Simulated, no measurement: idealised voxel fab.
Module name: voxel self aligned contacts (process module)
Displayed cross-section: cut, width of 220 nm, square cells sized 5 nm.
Cross-section = grid of square cells, listed top down in bands; band = one or more rows.
The entry gives the band's vertical extent as a top height and a bottom height in nm, then its horizontal make-up as materials from left to right, each with a width in nm. "air" stands for empty space; a single material marked "full width" fills the band edge to edge.
Height reference: 0 = level under which incoming wafer is all one material. Lowest band: no bottom, runs on downward, e.g. "0 down".
When a width is written as two numbers, as in "30->40", the first number is the width in the top row of cells of the band and the second is the width in its bottom row, and the width changes by the same amount from each row to the next.
Given "no change" for a step, no cell of the cross-section differs between before and after that step.
Under "Closed cavity list" you'll find the enclosed gaps, the ones with no way out to the top, that are 8 cells or bigger; each reads width x height at distance, with distance counted from the left edge, everything in nm.
Where a step's line continues beyond its settings, the continuation is a remark by the simulator itself on that step.
overlay nm: how far to the right of its planned place the mask lay on this masked step (negative: to the left).

# Planned step list for the process
- 1: RECEIVE: material Si
- 2: OXIDIZE: depth nm 5
- 3: DIRECTIONAL_DEP: material polySi, thk nm 30
- 4: DIRECTIONAL_DEP: material SiN, thk nm 15
- 5: MASKED_ETCH: tone cover, mask id GATE, width nm 30, pitch nm 60, etch materials SiN, depth nm 15, overlay nm 0
- 6: MASKED_ETCH: tone cover, mask id GATE, width nm 30, pitch nm 60, etch materials polySi, depth nm 30, overlay nm 0
- 7: CONFORMAL_DEP: material SiN, thk nm 5
- 8: DIRECTIONAL_ETCH: etch materials SiN, depth nm 5
- 9: FILL_DEP: material SiO2, thk nm 15
- 10: CMP: height nm 55
- 11: PATTERN: tone open, mask id CONTACT, material resist, width nm 40, pitch nm 60, thk nm 20, overlay nm 0
- 12: DIRECTIONAL_ETCH: etch materials SiO2, depth nm 60
- 13: STRIP: etch materials resist
- 14: CONFORMAL_DEP: material TiN, thk nm 5
- 15: FILL_DEP: material W, thk nm 5
- 16: CMP: height nm 55
- 17: CONFORMAL_DEP: material SiN, thk nm 5

# first wafer, as planned

# Cross-sectional view of the wafer in its as-received condition, corresponding to the state after step 1
  0 down  Si full width
  Closed cavity list: none

# Cross-section of the wafer subsequent to step 2
  0 to -5  SiO2 full width
  Anything lower than -5 is untouched.

# Cross-section of the wafer subsequent to step 3
  30 to 0  polySi full width
  Anything lower than 0 is untouched.

# Cross-section of the wafer subsequent to step 4
  45 to 30  SiN full width
  Anything lower than 30 is untouched.

# Cross-section of the wafer subsequent to step 5
  45 to 30  35 of air  30 of SiN  30 of air  30 of SiN  30 of air  30 of SiN  35 of air
  Anything lower than 30 is untouched.

# Cross-section of the wafer subsequent to step 6
  45 to 30  35 of air  30 of SiN  30 of air  30 of SiN  30 of air  30 of SiN  35 of air
  30 to 0  35 of air  30 of polySi  30 of air  30 of polySi  30 of air  30 of polySi  35 of air
  Anything lower than 0 is untouched.

# Cross-section of the wafer subsequent to step 7
  50 to 30  30 of air  40 of SiN  20 of air  40 of SiN  20 of air  40 of SiN  30 of air
  30 to 5  30 of air  5 of SiN  30 of polySi  5 of SiN  20 of air  5 of SiN  30 of polySi  5 of SiN  20 of air  5 of SiN  30 of polySi  5 of SiN  30 of air
  5 to 0  35 of SiN  30 of polySi  30 of SiN  30 of polySi  30 of SiN  30 of polySi  35 of SiN
  Anything lower than 0 is untouched.

# Cross-section of the wafer subsequent to step 8
  45 to 30  30 of air  40 of SiN  20 of air  40 of SiN  20 of air  40 of SiN  30 of air
  30 to 0  30 of air  5 of SiN  30 of polySi  5 of SiN  20 of air  5 of SiN  30 of polySi  5 of SiN  20 of air  5 of SiN  30 of polySi  5 of SiN  30 of air
  Anything lower than 0 is untouched.

# Cross-section of the wafer subsequent to step 9
  60 to 45  SiO2 full width
  45 to 30  30 of SiO2  40 of SiN  20 of SiO2  40 of SiN  20 of SiO2  40 of SiN  30 of SiO2
  30 to 0  30 of SiO2  5 of SiN  30 of polySi  5 of SiN  20 of SiO2  5 of SiN  30 of polySi  5 of SiN  20 of SiO2  5 of SiN  30 of polySi  5 of SiN  30 of SiO2
  Anything lower than 0 is untouched.

# Cross-section of the wafer subsequent to step 10
  55 to 45  SiO2 full width
  Anything lower than 45 is untouched.

# Cross-section of the wafer subsequent to step 11
  75 to 55  60 of resist  40 of air  20 of resist  40 of air  60 of resist
  Anything lower than 55 is untouched.

# Cross-section of the wafer subsequent to step 12
  75 to 55  60 of resist  40 of air  20 of resist  40 of air  60 of resist
  55 to 45  60 of SiO2  40 of air  20 of SiO2  40 of air  60 of SiO2
  45 to 30  30 of SiO2  40 of SiN  20 of air  40 of SiN  20 of air  40 of SiN  30 of SiO2
  30 to 0  30 of SiO2  5 of SiN  30 of polySi  5 of SiN  20 of air  5 of SiN  30 of polySi  5 of SiN  20 of air  5 of SiN  30 of polySi  5 of SiN  30 of SiO2
  0 to -5  70 of SiO2  20 of air  40 of SiO2  20 of air  70 of SiO2
  Anything lower than -5 is untouched.

# Cross-section of the wafer subsequent to step 13
  55 to 45  60 of SiO2  40 of air  20 of SiO2  40 of air  60 of SiO2
  Anything lower than 45 is untouched.

# Cross-section of the wafer subsequent to step 14
  60 to 55  65 of TiN  30 of air  30 of TiN  30 of air  65 of TiN
  55 to 45  60 of SiO2  5->15 of TiN  30->10 of air  5->15 of TiN  20 of SiO2  5->15 of TiN  30->10 of air  5->15 of TiN  60 of SiO2
  45 to 30  30 of SiO2  40 of SiN  5 of TiN  10 of air  5 of TiN  40 of SiN  5 of TiN  10 of air  5 of TiN  40 of SiN  30 of SiO2
  30 to 0  30 of SiO2  5 of SiN  30 of polySi  5 of SiN  5 of TiN  10 of air  5 of TiN  5 of SiN  30 of polySi  5 of SiN  5 of TiN  10 of air  5 of TiN  5 of SiN  30 of polySi  5 of SiN  30 of SiO2
  0 to -5  70 of SiO2  20 of TiN  40 of SiO2  20 of TiN  70 of SiO2
  Anything lower than -5 is untouched.

# Cross-section of the wafer subsequent to step 15
  65 to 60  W full width
  60 to 55  65 of TiN  30 of W  30 of TiN  30 of W  65 of TiN
  55 to 45  60 of SiO2  5->15 of TiN  30->10 of W  5->15 of TiN  20 of SiO2  5->15 of TiN  30->10 of W  5->15 of TiN  60 of SiO2
  45 to 30  30 of SiO2  40 of SiN  5 of TiN  10 of W  5 of TiN  40 of SiN  5 of TiN  10 of W  5 of TiN  40 of SiN  30 of SiO2
  30 to 0  30 of SiO2  5 of SiN  30 of polySi  5 of SiN  5 of TiN  10 of W  5 of TiN  5 of SiN  30 of polySi  5 of SiN  5 of TiN  10 of W  5 of TiN  5 of SiN  30 of polySi  5 of SiN  30 of SiO2
  Anything lower than 0 is untouched.

# Cross-section of the wafer subsequent to step 16
  55 to 45  60 of SiO2  5->15 of TiN  30->10 of W  5->15 of TiN  20 of SiO2  5->15 of TiN  30->10 of W  5->15 of TiN  60 of SiO2
  Anything lower than 45 is untouched.

# Cross-section of the wafer subsequent to step 17
  60 to 55  SiN full width
  Anything lower than 55 is untouched.

# Second Wafer (Identical Start and Plan, One Processing Error; Matches First Wafer Through Step 1)

Planned end of step 2: second wafer, cross-section: no change

# Planned end of step 3: second wafer, cross-section
  30 to 0  polySi full width
  Anything lower than 0 is untouched.

# Planned end of step 4: second wafer, cross-section
  45 to 30  SiN full width
  Anything lower than 30 is untouched.

# Planned end of step 5: second wafer, cross-section
  45 to 30  35 of air  30 of SiN  30 of air  30 of SiN  30 of air  30 of SiN  35 of air
  Anything lower than 30 is untouched.

# Planned end of step 6: second wafer, cross-section
  45 to 30  35 of air  30 of SiN  30 of air  30 of SiN  30 of air  30 of SiN  35 of air
  30 to 0  35 of air  30 of polySi  30 of air  30 of polySi  30 of air  30 of polySi  35 of air
  Anything lower than 0 is untouched.

# Planned end of step 7: second wafer, cross-section
  50 to 30  30 of air  40 of SiN  20 of air  40 of SiN  20 of air  40 of SiN  30 of air
  30 to 5  30 of air  5 of SiN  30 of polySi  5 of SiN  20 of air  5 of SiN  30 of polySi  5 of SiN  20 of air  5 of SiN  30 of polySi  5 of SiN  30 of air
  5 to 0  35 of SiN  30 of polySi  30 of SiN  30 of polySi  30 of SiN  30 of polySi  35 of SiN
  Anything lower than 0 is untouched.

# Planned end of step 8: second wafer, cross-section
  45 to 30  30 of air  40 of SiN  20 of air  40 of SiN  20 of air  40 of SiN  30 of air
  30 to 0  30 of air  5 of SiN  30 of polySi  5 of SiN  20 of air  5 of SiN  30 of polySi  5 of SiN  20 of air  5 of SiN  30 of polySi  5 of SiN  30 of air
  Anything lower than 0 is untouched.

# Planned end of step 9: second wafer, cross-section
  60 to 45  SiO2 full width
  45 to 30  30 of SiO2  40 of SiN  20 of SiO2  40 of SiN  20 of SiO2  40 of SiN  30 of SiO2
  30 to 0  30 of SiO2  5 of SiN  30 of polySi  5 of SiN  20 of SiO2  5 of SiN  30 of polySi  5 of SiN  20 of SiO2  5 of SiN  30 of polySi  5 of SiN  30 of SiO2
  Anything lower than 0 is untouched.

# Planned end of step 10: second wafer, cross-section
  55 to 45  SiO2 full width
  Anything lower than 45 is untouched.

# Planned end of step 11: second wafer, cross-section
  75 to 55  60 of resist  40 of air  20 of resist  40 of air  60 of resist
  Anything lower than 55 is untouched.

# Planned end of step 12: second wafer, cross-section
  75 to 55  60 of resist  40 of air  20 of resist  40 of air  60 of resist
  55 to 45  60 of SiO2  40 of air  20 of SiO2  40 of air  60 of SiO2
  45 to 30  30 of SiO2  40 of SiN  20 of air  40 of SiN  20 of air  40 of SiN  30 of SiO2
  30 to 0  30 of SiO2  5 of SiN  30 of polySi  5 of SiN  20 of air  5 of SiN  30 of polySi  5 of SiN  20 of air  5 of SiN  30 of polySi  5 of SiN  30 of SiO2
  Anything lower than 0 is untouched.

# Planned end of step 13: second wafer, cross-section
  55 to 45  60 of SiO2  40 of air  20 of SiO2  40 of air  60 of SiO2
  Anything lower than 45 is untouched.

# Planned end of step 14: second wafer, cross-section
  60 to 55  65 of TiN  30 of air  30 of TiN  30 of air  65 of TiN
  55 to 45  60 of SiO2  5->15 of TiN  30->10 of air  5->15 of TiN  20 of SiO2  5->15 of TiN  30->10 of air  5->15 of TiN  60 of SiO2
  45 to 30  30 of SiO2  40 of SiN  5 of TiN  10 of air  5 of TiN  40 of SiN  5 of TiN  10 of air  5 of TiN  40 of SiN  30 of SiO2
  30 to 5  30 of SiO2  5 of SiN  30 of polySi  5 of SiN  5 of TiN  10 of air  5 of TiN  5 of SiN  30 of polySi  5 of SiN  5 of TiN  10 of air  5 of TiN  5 of SiN  30 of polySi  5 of SiN  30 of SiO2
  5 to 0  30 of SiO2  5 of SiN  30 of polySi  5 of SiN  20 of TiN  5 of SiN  30 of polySi  5 of SiN  20 of TiN  5 of SiN  30 of polySi  5 of SiN  30 of SiO2
  Anything lower than 0 is untouched.

# Planned end of step 15: second wafer, cross-section
  65 to 60  W full width
  60 to 55  65 of TiN  30 of W  30 of TiN  30 of W  65 of TiN
  55 to 45  60 of SiO2  5->15 of TiN  30->10 of W  5->15 of TiN  20 of SiO2  5->15 of TiN  30->10 of W  5->15 of TiN  60 of SiO2
  45 to 30  30 of SiO2  40 of SiN  5 of TiN  10 of W  5 of TiN  40 of SiN  5 of TiN  10 of W  5 of TiN  40 of SiN  30 of SiO2
  30 to 5  30 of SiO2  5 of SiN  30 of polySi  5 of SiN  5 of TiN  10 of W  5 of TiN  5 of SiN  30 of polySi  5 of SiN  5 of TiN  10 of W  5 of TiN  5 of SiN  30 of polySi  5 of SiN  30 of SiO2
  Anything lower than 5 is untouched.

# Planned end of step 16: second wafer, cross-section
  55 to 45  60 of SiO2  5->15 of TiN  30->10 of W  5->15 of TiN  20 of SiO2  5->15 of TiN  30->10 of W  5->15 of TiN  60 of SiO2
  Anything lower than 45 is untouched.

# Planned end of step 17: second wafer, cross-section
  60 to 55  SiN full width
  Anything lower than 55 is untouched.
Against the plan, the run slipped here: step 2 was left out
Final cells, second wafer relative to first, materials higher or lower: 44 more of Si | 36 fewer of SiO2 | 4 fewer of TiN | 4 fewer of W
